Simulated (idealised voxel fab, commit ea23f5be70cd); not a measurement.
Presented below is a process module, voxel spacer lines.
Xsec cut, 285 nm wide, square cell size 5 nm.
Cross-section = grid of square cells, listed top down in bands; band = one or more rows.
Look at the band entry: it leads with the top's height and the bottom's height in nm. Then it lists the materials left to right, with a width in nm for each. The word "throughout" on a single material says that material fills the band edge to edge. The word "air" is empty space.
Beneath 0, the wafer as received is one material, and that level is where height counting begins. The lowest band goes on downward without a bottom; it is written like "from 0 down".
You'd read "30..40" like this: the band's top row of cells is as wide as the first number, its bottom row is as wide as the second, and going down, every row changes width by the same amount as the row before did.
"everything unchanged" -> step changed no cross-section cell.
Closed-off voids of 8+ cells (no open route to the top) go in "Closed void list", written width x height at distance from the left edge, in nm.
It should be noted that, on the line of a given step, the content following the step's settings is a remark produced by the simulator itself with respect to that step.
overlay nm: right-of-plan distance of the mask on a masked step; negative values mean left-of-plan.
# Steps in the process plan
| 1 | RECEIVE | material Si |
| 2 | CONFORMAL_DEP | material Al2O3 | thk nm 10 |
| 3 | DIRECTIONAL_DEP | material W | thk nm 10 |
| 4 | DIRECTIONAL_DEP | material aC | thk nm 30 |
| 5 | PATTERN | tone cover | mask id MANDREL | material resist | width nm 25 | pitch nm 80 | thk nm 35 | overlay nm 0 |
| 6 | DIRECTIONAL_ETCH | etch materials aC | depth nm 30 |
| 7 | STRIP | etch materials resist |
| 8 | CONFORMAL_DEP | material SiO2 | thk nm 15 |
| 9 | DIRECTIONAL_ETCH | etch materials SiO2 | depth nm 15 |
| 10 | STRIP | etch materials aC |
| 11 | DIRECTIONAL_ETCH | etch materials W | depth nm 10 |
| 12 | STRIP | etch materials SiO2 |
# As received (post step 1): cross-section
from 0 down = Si throughout
Closed void list: none
# Module complete, cross-section. Starting point and plan per above. One mistake made in running the module
from 15 to 10 = air=75  W=15  air=25  W=15  air=25  W=15  air=25  W=15  air=75
from 10 to 0 = Al2O3 throughout
from 0 down = Si throughout
Closed void list: none
In executing the process, a mistake was made relative to the plan: step 3, actual vs plan mismatch, actual run DIRECTIONAL_DEP | material W | thk nm 5
